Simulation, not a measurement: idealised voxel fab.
A process module follows: voxel gate over fins.
Cross-section cut spans 275 nm and uses square cells 5 nm in size.
We lay out every cross-section as a grid of square cells and spell it out in bands from the top down, where one band means one or more rows of cells.
Heads up on the band format: heights come first, top then bottom, in nm. After that it's the materials left to right, each with its width in nm. A single material flagged "everywhere" fills the whole band edge to edge, and "blank" means there's empty space there.
For the purposes of this specification, 0 denotes the height below which the wafer in its as-received condition is composed wholly of one material, and the lowermost band, lacking a lower limit, extends downward without end, as expressed in "from 0 down".
A width given as "30..40" starts at the first number in the band's top row and ends at the second number in its bottom row, shifting by an equal amount at every step from row to row.
For the purposes of this document, the phrase "remained unchanged" attached to a step denotes that no cell within the cross-section was modified by that step.
If an empty space has no open way to the top and is at least 8 cells in size, "Sealed-off cavities" lists it, written width x height at distance, where distance is measured from the left edge and every value is in nm.
Where a step's line continues beyond its settings, the continuation is a remark by the simulator itself on that step.
You can add "overlay nm" to a step's line. For a step with a mask, it describes how far the mask lay to the right of its planned position, and a negative number describes a lay to the left.
Structure of the following material. The material consists of pairs of cross-sections. Each pair comprises the cross-section before one process step and the cross-section after that step, the latter shown only down to the lowest band that changed. The step between the cross-sections is specified beneath each pair, including its settings. Pairs are not necessarily consecutive: they may derive from different runs of this module performed on the same starting wafer. Continuity with the pair above is to be assumed only where the entry headed "Pre-step view" of the pair in question states it.
# Pre-step view
- from 20 to 15  90 blank, then 45 TiN, then 5 blank, then 45 TiN, then 90 blank
- from 15 to 10  90 blank, then 5 TiN, then 35 TiAl, then 5 TiN, then 5 blank, then 5 TiN, then 35 TiAl, then 5 TiN, then 90 blank
- from 10 to 5  95 TiN, then 5 TiAl, then 25 TiN, then 5 TiAl, then 5 TiN, then 5 blank, then 5 TiN, then 5 TiAl, then 25 TiN, then 5 TiAl, then 95 TiN
- from 5 to 0  100 TiAl, then 5 TiN, then 15 HfO2, then 5 TiN, then 5 TiAl, then 5 TiN, then 5 blank, then 5 TiN, then 5 TiAl, then 5 TiN, then 15 HfO2, then 5 TiN, then 100 TiAl
- from 0 to -5  95 TiN, then 5 TiAl, then 5 TiN, then 5 HfO2, then 5 Si, then 5 HfO2, then 5 TiN, then 5 TiAl, then 15 TiN, then 5 TiAl, then 5 TiN, then 5 HfO2, then 5 Si, then 5 HfO2, then 5 TiN, then 5 TiAl, then 95 TiN
- from -5 to -10  90 HfO2, then 5 TiN, then 5 TiAl, then 5 TiN, then 5 HfO2, then 5 Si, then 5 HfO2, then 5 TiN, then 25 TiAl, then 5 TiN, then 5 HfO2, then 5 Si, then 5 HfO2, then 5 TiN, then 5 TiAl, then 5 TiN, then 90 HfO2
- from -10 to -15  85 SiO2, then 5 HfO2, then 15 TiN, then 5 HfO2, then 5 Si, then 5 HfO2, then 35 TiN, then 5 HfO2, then 5 Si, then 5 HfO2, then 15 TiN, then 5 HfO2, then 85 SiO2
- from -15 to -20  85 SiO2, then 25 HfO2, then 5 Si, then 45 HfO2, then 5 Si, then 25 HfO2, then 85 SiO2
- from -20 to -30  110 SiO2, then 5 Si, then 15 SiO2, then 5 TiN, then 5 W, then 5 TiN, then 15 SiO2, then 5 Si, then 110 SiO2
- from -30 to -35  110 SiO2, then 5 Si, then 15 SiO2, then 15 TiN, then 15 SiO2, then 5 Si, then 110 SiO2
- from -35 to -45  110 SiO2, then 5 Si, then 45 SiO2, then 5 Si, then 110 SiO2
- from -45 down  Si everywhere
- Sealed-off cavities: none
# Sectional Result
- from 35 to 20  W everywhere
- from 20 to 15  90 W, then 45 TiN, then 5 W, then 45 TiN, then 90 W
- from 15 to 10  90 W, then 5 TiN, then 35 TiAl, then 5 TiN, then 5 W, then 5 TiN, then 35 TiAl, then 5 TiN, then 90 W
- from 10 to 5  95 TiN, then 5 TiAl, then 25 TiN, then 5 TiAl, then 5 TiN, then 5 W, then 5 TiN, then 5 TiAl, then 25 TiN, then 5 TiAl, then 95 TiN
- from 5 to 0  100 TiAl, then 5 TiN, then 15 HfO2, then 5 TiN, then 5 TiAl, then 5 TiN, then 5 W, then 5 TiN, then 5 TiAl, then 5 TiN, then 15 HfO2, then 5 TiN, then 100 TiAl
- below 0: unchanged
- Sealed-off cavities: none
Quick note on the step between the two cross-sections above: FILL_DEP [material W] [thk nm 15]
Pre-step view: the cross-section after the pair above
# Sectional Result
- from 30 to 20  W everywhere
- below 20: unchanged
- Sealed-off cavities: none
Quick note on the step between the two cross-sections above: CMP [height nm 30]
Pre-step view: the cross-section after the pair above
# Sectional Result
- from 40 to 30  SiCN everywhere
- below 30: unchanged
- Sealed-off cavities: none
Quick note on the step between the two cross-sections above: CONFORMAL_DEP [material SiCN] [thk nm 10]
# Pre-step view
- from 10 to 0  105 SiO2, then 15 SiN, then 35 SiO2, then 15 SiN, then 105 SiO2
- from 0 to -20  110 SiO2, then 5 Si, then 45 SiO2, then 5 Si, then 110 SiO2
- from -20 to -30  110 SiO2, then 5 Si, then 15 SiO2, then 5 TiN, then 5 W, then 5 TiN, then 15 SiO2, then 5 Si, then 110 SiO2
- from -30 to -35  110 SiO2, then 5 Si, then 15 SiO2, then 15 TiN, then 15 SiO2, then 5 Si, then 110 SiO2
- from -35 to -45  110 SiO2, then 5 Si, then 45 SiO2, then 5 Si, then 110 SiO2
- from -45 down  Si everywhere
- Sealed-off cavities: none
# Sectional Result
- from 10 to 0  105 blank, then 15 SiN, then 35 blank, then 15 SiN, then 105 blank
- below 0: unchanged
- Sealed-off cavities: none
Quick note on the step between the two cross-sections above: SELECTIVE_ETCH [etch materials SiO2] [depth nm 10]
Pre-step view: the cross-section after the pair above
# Sectional Result
- from 0 to -20  110 SiO2, then 5 Si, then 45 SiO2, then 5 Si, then 110 SiO2
- below -20: unchanged
- Sealed-off cavities: none
Quick note on the step between the two cross-sections above: STRIP [etch materials SiN]
Pre-step view: the cross-section after the pair above
# Sectional Result
- from 5 to 0  HfO2 everywhere
- below 0: unchanged
- Sealed-off cavities: none
Quick note on the step between the two cross-sections above: CONFORMAL_DEP [material HfO2] [thk nm 5]
Pre-step view: the cross-section after the pair above
# Sectional Result
- from 10 to 5  TiN everywhere
- below 5: unchanged
- Sealed-off cavities: none
Quick note on the step between the two cross-sections above: CONFORMAL_DEP [material TiN] [thk nm 5]
Pre-step view: the cross-section after the pair above
# Sectional Result
- from 15 to 10  TiAl everywhere
- below 10: unchanged
- Sealed-off cavities: none
Quick note on the step between the two cross-sections above: CONFORMAL_DEP [material TiAl] [thk nm 5]
Pre-step view: the cross-section after the pair above
# Sectional Result
- from 20 to 15  TiN everywhere
- below 15: unchanged
- Sealed-off cavities: none
Quick note on the step between the two cross-sections above: CONFORMAL_DEP [material TiN] [thk nm 5]
Pre-step view: the cross-section after the pair above
# Sectional Result
- from 35 to 20  W everywhere
- below 20: unchanged
- Sealed-off cavities: none
Quick note on the step between the two cross-sections above: FILL_DEP [material W] [thk nm 15]
Pre-step view: the cross-section after the pair above
# Sectional Result
- from 30 to 20  W everywhere
- below 20: unchanged
- Sealed-off cavities: none
Quick note on the step between the two cross-sections above: CMP [height nm 30]
Pre-step view: the cross-section after the pair above
# Sectional Result
- from 40 to 30  SiCN everywhere
- below 30: unchanged
- Sealed-off cavities: none
Quick note on the step between the two cross-sections above: CONFORMAL_DEP [material SiCN] [thk nm 10]
# Pre-step view
- from 25 to 10  aC everywhere
- from 10 to 0  SiN everywhere
- from 0 down  Si everywhere
- Sealed-off cavities: none
# Sectional Result
- from 60 to 25  105 blank, then 20 resist, then 30 blank, then 20 resist, then 100 blank
- below 25: unchanged
- Sealed-off cavities: none
Quick note on the step between the two cross-sections above: PATTERN [tone cover] [mask id FINS] [material resist] [width nm 20] [pitch nm 50] [thk nm 35] [overlay nm 0]
Pre-step view: the cross-section after the pair above
# Sectional Result
- from 45 to 25  105 blank, then 20 resist, then 30 blank, then 20 resist, then 100 blank
- from 25 to 10  105 blank, then 20 aC, then 30 blank, then 20 aC, then 100 blank
- below 10: unchanged
- Sealed-off cavities: none
Quick note on the step between the two cross-sections above: DIRECTIONAL_ETCH [etch materials aC] [depth nm 15]
Pre-step view: the cross-section after the pair above
# Sectional Result
- from 25 to 10  105 blank, then 20 aC, then 30 blank, then 20 aC, then 100 blank
- below 10: unchanged
- Sealed-off cavities: none
Quick note on the step between the two cross-sections above: STRIP [etch materials resist]
Pre-step view: the cross-section after the pair above
# Sectional Result
- from 25 to 10  105 blank, then 20 aC, then 30 blank, then 20 aC, then 100 blank
- from 10 to 0  105 blank, then 20 SiN, then 30 blank, then 20 SiN, then 100 blank
- below 0: unchanged
- Sealed-off cavities: none
Quick note on the step between the two cross-sections above: DIRECTIONAL_ETCH [etch materials SiN] [depth nm 10]
Pre-step view: the cross-section after the pair above
# Sectional Result
- from 25 to 10  105 blank, then 20 aC, then 30 blank, then 20 aC, then 100 blank
- from 10 to 0  105 blank, then 20 SiN, then 30 blank, then 20 SiN, then 100 blank
- from 0 to -40  105 blank, then 20 Si, then 30 blank, then 20 Si, then 100 blank
- below -40: unchanged
- Sealed-off cavities: none
Quick note on the step between the two cross-sections above: DIRECTIONAL_ETCH [etch materials Si] [depth nm 40]
Pre-step view: the cross-section after the pair above
# Sectional Result
- from 10 to 0  105 blank, then 20 SiN, then 30 blank, then 20 SiN, then 100 blank
- below 0: unchanged
- Sealed-off cavities: none
Quick note on the step between the two cross-sections above: STRIP [etch materials aC]
Pre-step view: the cross-section after the pair above
# Sectional Result
- from 10 to 0  105 blank, then 20 SiN, then 30 blank, then 20 SiN, then 100 blank
- from 0 to -40  105 blank, then 5 SiO2, then 10 Si, then 5 SiO2, then 30 blank, then 5 SiO2, then 10 Si, then 5 SiO2, then 100 blank
- from -40 to -45  110 SiO2, then 10 Si, then 40 SiO2, then 10 Si, then 105 SiO2
- below -45: unchanged
- Sealed-off cavities: none
Quick note on the step between the two cross-sections above: OXIDIZE [depth nm 5]
Pre-step view: the cross-section after the pair above
# Sectional Result
- from 25 to 10  SiO2 everywhere
- from 10 to 0  105 SiO2, then 20 SiN, then 30 SiO2, then 20 SiN, then 100 SiO2
- from 0 to -45  110 SiO2, then 10 Si, then 40 SiO2, then 10 Si, then 105 SiO2
- below -45: unchanged
- Sealed-off cavities: none
Quick note on the step between the two cross-sections above: FILL_DEP [material SiO2] [thk nm 15]
Pre-step view: the cross-section after the pair above
# Sectional Result
- from 10 to 0  105 SiO2, then 20 SiN, then 30 SiO2, then 20 SiN, then 100 SiO2
- below 0: unchanged
- Sealed-off cavities: none
Quick note on the step between the two cross-sections above: CMP [height nm 10]
Pre-step view: the cross-section after the pair above
# Sectional Result
- from 10 to 0  105 SiO2, then 20 SiN, then 5 SiO2, then 15 blank, then 10 SiO2, then 20 SiN, then 100 SiO2
- from 0 to -35  110 SiO2, then 10 Si, then 10 SiO2, then 15 blank, then 15 SiO2, then 10 Si, then 105 SiO2
- below -35: unchanged
- Sealed-off cavities: none
Quick note on the step between the two cross-sections above: MASKED_ETCH [tone open] [mask id RAIL] [width nm 15] [etch materials SiO2] [depth nm 45] [overlay nm 0]
Pre-step view: the cross-section after the pair above
# Sectional Result
- from 15 to 10  135 TiN, then 5 blank, then 135 TiN
- from 10 to 0  105 SiO2, then 20 SiN, then 5 SiO2, then 5 TiN, then 5 blank, then 5 TiN, then 10 SiO2, then 20 SiN, then 100 SiO2
- from 0 to -30  110 SiO2, then 10 Si, then 10 SiO2, then 5 TiN, then 5 blank, then 5 TiN, then 15 SiO2, then 10 Si, then 105 SiO2
- from -30 to -35  110 SiO2, then 10 Si, then 10 SiO2, then 15 TiN, then 15 SiO2, then 10 Si, then 105 SiO2
- below -35: unchanged
- Sealed-off cavities: none
Quick note on the step between the two cross-sections above: CONFORMAL_DEP [material TiN] [thk nm 5]
Pre-step view: the cross-section after the pair above
# Sectional Result
- from 25 to 15  W everywhere
- from 15 to 10  135 TiN, then 5 W, then 135 TiN
- from 10 to 0  105 SiO2, then 20 SiN, then 5 SiO2, then 5 TiN, then 5 W, then 5 TiN, then 10 SiO2, then 20 SiN, then 100 SiO2
- from 0 to -30  110 SiO2, then 10 Si, then 10 SiO2, then 5 TiN, then 5 W, then 5 TiN, then 15 SiO2, then 10 Si, then 105 SiO2
- below -30: unchanged
- Sealed-off cavities: none
Quick note on the step between the two cross-sections above: FILL_DEP [material W] [thk nm 10]
Pre-step view: the cross-section after the pair above
# Sectional Result
- from 10 to 0  105 SiO2, then 20 SiN, then 5 SiO2, then 5 TiN, then 5 W, then 5 TiN, then 10 SiO2, then 20 SiN, then 100 SiO2
- below 0: unchanged
- Sealed-off cavities: none
Quick note on the step between the two cross-sections above: CMP [height nm 10]
Pre-step view: the cross-section after the pair above
# Sectional Result
- from 10 to 0  105 SiO2, then 20 SiN, then 5 SiO2, then 15 blank, then 10 SiO2, then 20 SiN, then 100 SiO2
- from 0 to -20  110 SiO2, then 10 Si, then 10 SiO2, then 15 blank, then 15 SiO2, then 10 Si, then 105 SiO2
- below -20: unchanged
- Sealed-off cavities: none
Quick note on the step between the two cross-sections above: SELECTIVE_ETCH [etch materials W Ru TiN] [depth nm 30]
Pre-step view: the cross-section after the pair above
# Sectional Result
- from 15 to 10  SiO2 everywhere
- from 10 to 0  105 SiO2, then 20 SiN, then 30 SiO2, then 20 SiN, then 100 SiO2
- from 0 to -20  110 SiO2, then 10 Si, then 40 SiO2, then 10 Si, then 105 SiO2
- below -20: unchanged
- Sealed-off cavities: none
Quick note on the step between the two cross-sections above: FILL_DEP [material SiO2] [thk nm 5]
Pre-step view: the cross-section after the pair above
# Sectional Result
- from 10 to 0  105 SiO2, then 20 SiN, then 30 SiO2, then 20 SiN, then 100 SiO2
- below 0: unchanged
- Sealed-off cavities: none
Quick note on the step between the two cross-sections above: CMP [height nm 10]
Pre-step view: the cross-section after the pair above
# Sectional Result
- from 10 to 0  105 blank, then 20 SiN, then 30 blank, then 20 SiN, then 100 blank
- from 0 to -10  110 blank, then 10 Si, then 40 blank, then 10 Si, then 105 blank
- below -10: unchanged
- Sealed-off cavities: none
Quick note on the step between the two cross-sections above: SELECTIVE_ETCH [etch materials SiO2] [depth nm 20]
Pre-step view: the cross-section after the pair above
# Sectional Result
- from 0 to -10  110 blank, then 10 Si, then 40 blank, then 10 Si, then 105 blank
- below -10: unchanged
- Sealed-off cavities: none
Quick note on the step between the two cross-sections above: STRIP [etch materials SiN]
Pre-step view: the cross-section after the pair above
# Sectional Result
- from 5 to 0  105 blank, then 20 HfO2, then 30 blank, then 20 HfO2, then 100 blank
- from 0 to -5  105 blank, then 5 HfO2, then 10 Si, then 5 HfO2, then 30 blank, then 5 HfO2, then 10 Si, then 5 HfO2, then 100 blank
- from -5 to -10  110 HfO2, then 10 Si, then 40 HfO2, then 10 Si, then 105 HfO2
- below -10: unchanged
- Sealed-off cavities: none
Quick note on the step between the two cross-sections above: CONFORMAL_DEP [material HfO2] [thk nm 5]
Pre-step view: the cross-section after the pair above
# Sectional Result
- from 10 to 5  100 blank, then 30 TiN, then 20 blank, then 30 TiN, then 95 blank
- from 5 to 0  100 blank, then 5 TiN, then 20 HfO2, then 5 TiN, then 20 blank, then 5 TiN, then 20 HfO2, then 5 TiN, then 95 blank
- from 0 to -5  105 TiN, then 5 HfO2, then 10 Si, then 5 HfO2, then 30 TiN, then 5 HfO2, then 10 Si, then 5 HfO2, then 100 TiN
- below -5: unchanged
- Sealed-off cavities: none
Quick note on the step between the two cross-sections above: CONFORMAL_DEP [material TiN] [thk nm 5]
Pre-step view: the cross-section after the pair above
# Sectional Result
- from 15 to 10  95 blank, then 40 TiAl, then 10 blank, then 40 TiAl, then 90 blank
- from 10 to 5  95 blank, then 5 TiAl, then 30 TiN, then 5 TiAl, then 10 blank, then 5 TiAl, then 30 TiN, then 5 TiAl, then 90 blank
- from 5 to 0  100 TiAl, then 5 TiN, then 20 HfO2, then 5 TiN, then 20 TiAl, then 5 TiN, then 20 HfO2, then 5 TiN, then 95 TiAl
- below 0: unchanged
- Sealed-off cavities: none
Quick note on the step between the two cross-sections above: CONFORMAL_DEP [material TiAl] [thk nm 5]
Pre-step view: the cross-section after the pair above
# Sectional Result
- from 20 to 15  90 blank, then 100 TiN, then 85 blank
- from 15 to 10  90 blank, then 5 TiN, then 40 TiAl, then 10 TiN, then 40 TiAl, then 5 TiN, then 85 blank
- from 10 to 5  95 TiN, then 5 TiAl, then 30 TiN, then 5 TiAl, then 10 TiN, then 5 TiAl, then 30 TiN, then 5 TiAl, then 90 TiN
- below 5: unchanged
- Sealed-off cavities: none
Quick note on the step between the two cross-sections above: CONFORMAL_DEP [material TiN] [thk nm 5]
Pre-step view: the cross-section after the pair above
# Sectional Result
- from 35 to 20  W everywhere
- from 20 to 15  90 W, then 100 TiN, then 85 W
- from 15 to 10  90 W, then 5 TiN, then 40 TiAl, then 10 TiN, then 40 TiAl, then 5 TiN, then 85 W
- below 10: unchanged
- Sealed-off cavities: none
Quick note on the step between the two cross-sections above: FILL_DEP [material W] [thk nm 15]
Pre-step view: the cross-section after the pair above
# Sectional Result
- from 30 to 20  W everywhere
- below 20: unchanged
- Sealed-off cavities: none
Quick note on the step between the two cross-sections above: CMP [height nm 30]
Pre-step view: the cross-section after the pair above
# Sectional Result
- from 40 to 30  SiCN everywhere
- below 30: unchanged
- Sealed-off cavities: none
Quick note on the step between the two cross-sections above: CONFORMAL_DEP [material SiCN] [thk nm 10]
# Pre-step view
- from 25 to 10  aC everywhere
- from 10 to 0  SiN everywhere
- from 0 down  Si everywhere
- Sealed-off cavities: none
# Sectional Result
- from 60 to 25  100 blank, then 15 resist, then 35 blank, then 15 resist, then 110 blank
- below 25: unchanged
- Sealed-off cavities: none
Quick note on the step between the two cross-sections above: PATTERN [tone cover] [mask id FINS] [material resist] [width nm 15] [pitch nm 50] [thk nm 35] [overlay nm -5]
Pre-step view: the cross-section after the pair above
# Sectional Result
- from 45 to 25  100 blank, then 15 resist, then 35 blank, then 15 resist, then 110 blank
- from 25 to 10  100 blank, then 15 aC, then 35 blank, then 15 aC, then 110 blank
- below 10: unchanged
- Sealed-off cavities: none
Quick note on the step between the two cross-sections above: DIRECTIONAL_ETCH [etch materials aC] [depth nm 15]
Pre-step view: the cross-section after the pair above
# Sectional Result
- from 25 to 10  100 blank, then 15 aC, then 35 blank, then 15 aC, then 110 blank
- below 10: unchanged
- Sealed-off cavities: none
Quick note on the step between the two cross-sections above: STRIP [etch materials resist]
Pre-step view: the cross-section after the pair above
# Sectional Result
- from 25 to 10  100 blank, then 15 aC, then 35 blank, then 15 aC, then 110 blank
- from 10 to 0  100 blank, then 15 SiN, then 35 blank, then 15 SiN, then 110 blank
- below 0: unchanged
- Sealed-off cavities: none
Quick note on the step between the two cross-sections above: DIRECTIONAL_ETCH [etch materials SiN] [depth nm 10]
Pre-step view: the cross-section after the pair above
# Sectional Result
- from 25 to 10  100 blank, then 15 aC, then 35 blank, then 15 aC, then 110 blank
- from 10 to 0  100 blank, then 15 SiN, then 35 blank, then 15 SiN, then 110 blank
- from 0 to -40  100 blank, then 15 Si, then 35 blank, then 15 Si, then 110 blank
- below -40: unchanged
- Sealed-off cavities: none
Quick note on the step between the two cross-sections above: DIRECTIONAL_ETCH [etch materials Si] [depth nm 40]
Pre-step view: the cross-section after the pair above
# Sectional Result
- from 10 to 0  100 blank, then 15 SiN, then 35 blank, then 15 SiN, then 110 blank
- below 0: unchanged
- Sealed-off cavities: none
Quick note on the step between the two cross-sections above: STRIP [etch materials aC]
Pre-step view: the cross-section after the pair above
# Sectional Result
- from 10 to 0  100 blank, then 15 SiN, then 35 blank, then 15 SiN, then 110 blank
- from 0 to -40  100 blank, then 5 SiO2, then 5 Si, then 5 SiO2, then 35 blank, then 5 SiO2, then 5 Si, then 5 SiO2, then 110 blank
- from -40 to -45  105 SiO2, then 5 Si, then 45 SiO2, then 5 Si, then 115 SiO2
- below -45: unchanged
- Sealed-off cavities: none
Quick note on the step between the two cross-sections above: OXIDIZE [depth nm 5]
Pre-step view: the cross-section after the pair above
# Sectional Result
- from 25 to 10  SiO2 everywhere
- from 10 to 0  100 SiO2, then 15 SiN, then 35 SiO2, then 15 SiN, then 110 SiO2
- from 0 to -45  105 SiO2, then 5 Si, then 45 SiO2, then 5 Si, then 115 SiO2
- below -45: unchanged
- Sealed-off cavities: none
Quick note on the step between the two cross-sections above: FILL_DEP [material SiO2] [thk nm 15]
Pre-step view: the cross-section after the pair above
# Sectional Result
- from 10 to 0  100 SiO2, then 15 SiN, then 35 SiO2, then 15 SiN, then 110 SiO2
- below 0: unchanged
- Sealed-off cavities: none
Quick note on the step between the two cross-sections above: CMP [height nm 10]
Pre-step view: the cross-section after the pair above
# Sectional Result
- from 10 to 0  100 SiO2, then 15 SiN, then 15 SiO2, then 15 blank, then 5 SiO2, then 15 SiN, then 110 SiO2
- from 0 to -35  105 SiO2, then 5 Si, then 20 SiO2, then 15 blank, then 10 SiO2, then 5 Si, then 115 SiO2
- below -35: unchanged
- Sealed-off cavities: none
Quick note on the step between the two cross-sections above: MASKED_ETCH [tone open] [mask id RAIL] [width nm 15] [etch materials SiO2] [depth nm 45] [overlay nm 0]
Pre-step view: the cross-section after the pair above
# Sectional Result
- from 15 to 10  135 TiN, then 5 blank, then 135 TiN
- from 10 to 0  100 SiO2, then 15 SiN, then 15 SiO2, then 5 TiN, then 5 blank, then 5 TiN, then 5 SiO2, then 15 SiN, then 110 SiO2
- from 0 to -30  105 SiO2, then 5 Si, then 20 SiO2, then 5 TiN, then 5 blank, then 5 TiN, then 10 SiO2, then 5 Si, then 115 SiO2
- from -30 to -35  105 SiO2, then 5 Si, then 20 SiO2, then 15 TiN, then 10 SiO2, then 5 Si, then 115 SiO2
- below -35: unchanged
- Sealed-off cavities: none
Quick note on the step between the two cross-sections above: CONFORMAL_DEP [material TiN] [thk nm 5]
Pre-step view: the cross-section after the pair above
# Sectional Result
- from 25 to 15  W everywhere
- from 15 to 10  135 TiN, then 5 W, then 135 TiN
- from 10 to 0  100 SiO2, then 15 SiN, then 15 SiO2, then 5 TiN, then 5 W, then 5 TiN, then 5 SiO2, then 15 SiN, then 110 SiO2
- from 0 to -30  105 SiO2, then 5 Si, then 20 SiO2, then 5 TiN, then 5 W, then 5 TiN, then 10 SiO2, then 5 Si, then 115 SiO2
- below -30: unchanged
- Sealed-off cavities: none
Quick note on the step between the two cross-sections above: FILL_DEP [material W] [thk nm 10]
Pre-step view: the cross-section after the pair above
# Sectional Result
- from 10 to 0  100 SiO2, then 15 SiN, then 15 SiO2, then 5 TiN, then 5 W, then 5 TiN, then 5 SiO2, then 15 SiN, then 110 SiO2
- below 0: unchanged
- Sealed-off cavities: none
Quick note on the step between the two cross-sections above: CMP [height nm 10]
Pre-step view: the cross-section after the pair above
# Sectional Result
- from 10 to 0  100 SiO2, then 15 SiN, then 15 SiO2, then 15 blank, then 5 SiO2, then 15 SiN, then 110 SiO2
- from 0 to -20  105 SiO2, then 5 Si, then 20 SiO2, then 15 blank, then 10 SiO2, then 5 Si, then 115 SiO2
- below -20: unchanged
- Sealed-off cavities: none
Quick note on the step between the two cross-sections above: SELECTIVE_ETCH [etch materials W Ru TiN] [depth nm 30]
Pre-step view: the cross-section after the pair above
# Sectional Result
- from 15 to 10  SiO2 everywhere
- from 10 to 0  100 SiO2, then 15 SiN, then 35 SiO2, then 15 SiN, then 110 SiO2
- from 0 to -20  105 SiO2, then 5 Si, then 45 SiO2, then 5 Si, then 115 SiO2
- below -20: unchanged
- Sealed-off cavities: none
Quick note on the step between the two cross-sections above: FILL_DEP [material SiO2] [thk nm 5]
Pre-step view: the cross-section after the pair above
# Sectional Result
- from 10 to 0  100 SiO2, then 15 SiN, then 35 SiO2, then 15 SiN, then 110 SiO2
- below 0: unchanged
- Sealed-off cavities: none
Quick note on the step between the two cross-sections above: CMP [height nm 10]
Pre-step view: the cross-section after the pair above
# Sectional Result
- from 10 to 0  100 blank, then 15 SiN, then 35 blank, then 15 SiN, then 110 blank
- from 0 to -10  105 blank, then 5 Si, then 45 blank, then 5 Si, then 115 blank
- below -10: unchanged
- Sealed-off cavities: none
Quick note on the step between the two cross-sections above: SELECTIVE_ETCH [etch materials SiO2] [depth nm 20]
Pre-step view: the cross-section after the pair above
# Sectional Result
- from 0 to -10  105 blank, then 5 Si, then 45 blank, then 5 Si, then 115 blank
- below -10: unchanged
- Sealed-off cavities: none
Quick note on the step between the two cross-sections above: STRIP [etch materials SiN]
Pre-step view: the cross-section after the pair above
# Sectional Result
- from 5 to 0  100 blank, then 15 HfO2, then 35 blank, then 15 HfO2, then 110 blank
- from 0 to -5  100 blank, then 5 HfO2, then 5 Si, then 5 HfO2, then 35 blank, then 5 HfO2, then 5 Si, then 5 HfO2, then 110 blank
- from -5 to -10  105 HfO2, then 5 Si, then 45 HfO2, then 5 Si, then 115 HfO2
- below -10: unchanged
- Sealed-off cavities: none
Quick note on the step between the two cross-sections above: CONFORMAL_DEP [material HfO2] [thk nm 5]
Pre-step view: the cross-section after the pair above
# Sectional Result
- from 10 to 5  95 blank, then 25 TiN, then 25 blank, then 25 TiN, then 105 blank
- from 5 to 0  95 blank, then 5 TiN, then 15 HfO2, then 5 TiN, then 25 blank, then 5 TiN, then 15 HfO2, then 5 TiN, then 105 blank
- from 0 to -5  100 TiN, then 5 HfO2, then 5 Si, then 5 HfO2, then 35 TiN, then 5 HfO2, then 5 Si, then 5 HfO2, then 110 TiN
- below -5: unchanged
- Sealed-off cavities: none
Quick note on the step between the two cross-sections above: CONFORMAL_DEP [material TiN] [thk nm 5]
Pre-step view: the cross-section after the pair above
# Sectional Result
- from 15 to 10  90 blank, then 35 TiAl, then 15 blank, then 35 TiAl, then 100 blank
- from 10 to 5  90 blank, then 5 TiAl, then 25 TiN, then 5 TiAl, then 15 blank, then 5 TiAl, then 25 TiN, then 5 TiAl, then 100 blank
- from 5 to 0  95 TiAl, then 5 TiN, then 15 HfO2, then 5 TiN, then 25 TiAl, then 5 TiN, then 15 HfO2, then 5 TiN, then 105 TiAl
- below 0: unchanged
- Sealed-off cavities: none
Quick note on the step between the two cross-sections above: CONFORMAL_DEP [material TiAl] [thk nm 5]
Pre-step view: the cross-section after the pair above
# Sectional Result
- from 20 to 15  85 blank, then 45 TiN, then 5 blank, then 45 TiN, then 95 blank
- from 15 to 10  85 blank, then 5 TiN, then 35 TiAl, then 5 TiN, then 5 blank, then 5 TiN, then 35 TiAl, then 5 TiN, then 95 blank
- from 10 to 5  90 TiN, then 5 TiAl, then 25 TiN, then 5 TiAl, then 15 TiN, then 5 TiAl, then 25 TiN, then 5 TiAl, then 100 TiN
- below 5: unchanged
- Sealed-off cavities: none
Quick note on the step between the two cross-sections above: CONFORMAL_DEP [material TiN] [thk nm 5]
Pre-step view: the cross-section after the pair above
# Sectional Result
- from 35 to 20  W everywhere
- from 20 to 15  85 W, then 45 TiN, then 5 W, then 45 TiN, then 95 W
- from 15 to 10  85 W, then 5 TiN, then 35 TiAl, then 5 TiN, then 5 W, then 5 TiN, then 35 TiAl, then 5 TiN, then 95 W
- below 10: unchanged
- Sealed-off cavities: none
Quick note on the step between the two cross-sections above: FILL_DEP [material W] [thk nm 15]
Pre-step view: the cross-section after the pair above
# Sectional Result
- from 30 to 20  W everywhere
- below 20: unchanged
- Sealed-off cavities: none
Quick note on the step between the two cross-sections above: CMP [height nm 30]
Pre-step view: the cross-section after the pair above
# Sectional Result
- from 40 to 30  SiCN everywhere
- below 30: unchanged
- Sealed-off cavities: none
Quick note on the step between the two cross-sections above: CONFORMAL_DEP [material SiCN] [thk nm 10]
# Pre-step view
- from 20 to 15  90 blank, then 45 TiN, then 5 blank, then 45 TiN, then 90 blank
- from 15 to 10  90 blank, then 5 TiN, then 35 TiAl, then 5 TiN, then 5 blank, then 5 TiN, then 35 TiAl, then 5 TiN, then 90 blank
- from 10 to 5  95 TiN, then 5 TiAl, then 25 TiN, then 5 TiAl, then 15 TiN, then 5 TiAl, then 25 TiN, then 5 TiAl, then 95 TiN
- from 5 to 0  100 TiAl, then 5 TiN, then 15 HfO2, then 5 TiN, then 25 TiAl, then 5 TiN, then 15 HfO2, then 5 TiN, then 100 TiAl
- from 0 to -5  105 TiN, then 5 HfO2, then 5 Si, then 5 HfO2, then 35 TiN, then 5 HfO2, then 5 Si, then 5 HfO2, then 105 TiN
- from -5 to -10  110 HfO2, then 5 Si, then 45 HfO2, then 5 Si, then 110 HfO2
- from -10 to -20  110 SiO2, then 5 Si, then 45 SiO2, then 5 Si, then 110 SiO2
- from -20 to -30  110 SiO2, then 5 Si, then 15 SiO2, then 5 TiN, then 5 W, then 5 TiN, then 15 SiO2, then 5 Si, then 110 SiO2
- from -30 to -35  110 SiO2, then 5 Si, then 15 SiO2, then 15 TiN, then 15 SiO2, then 5 Si, then 110 SiO2
- from -35 to -45  110 SiO2, then 5 Si, then 45 SiO2, then 5 Si, then 110 SiO2
- from -45 down  Si everywhere
- Sealed-off cavities: none
# Sectional Result
- from 35 to 20  aC everywhere
- from 20 to 15  90 aC, then 45 TiN, then 5 aC, then 45 TiN, then 90 aC
- from 15 to 10  90 aC, then 5 TiN, then 35 TiAl, then 5 TiN, then 5 aC, then 5 TiN, then 35 TiAl, then 5 TiN, then 90 aC
- below 10: unchanged
- Sealed-off cavities: none
Quick note on the step between the two cross-sections above: FILL_DEP [material aC] [thk nm 15]
Pre-step view: the cross-section after the pair above
# Sectional Result
- from 30 to 20  aC everywhere
- below 20: unchanged
- Sealed-off cavities: none
Quick note on the step between the two cross-sections above: CMP [height nm 30]
Pre-step view: the cross-section after the pair above
# Sectional Result
- from 40 to 30  SiCN everywhere
- below 30: unchanged
- Sealed-off cavities: none
Quick note on the step between the two cross-sections above: CONFORMAL_DEP [material SiCN] [thk nm 10]
# Pre-step view
- from 25 to 10  aC everywhere
- from 10 to 0  SiN everywhere
- from 0 down  Si everywhere
- Sealed-off cavities: none
# Sectional Result
- from 60 to 25  105 resist, then 15 blank, then 35 resist, then 15 blank, then 105 resist
- below 25: unchanged
- Sealed-off cavities: none
Quick note on the step between the two cross-sections above: PATTERN [tone open] [mask id FINS] [material resist] [width nm 15] [pitch nm 50] [thk nm 35] [overlay nm 0]
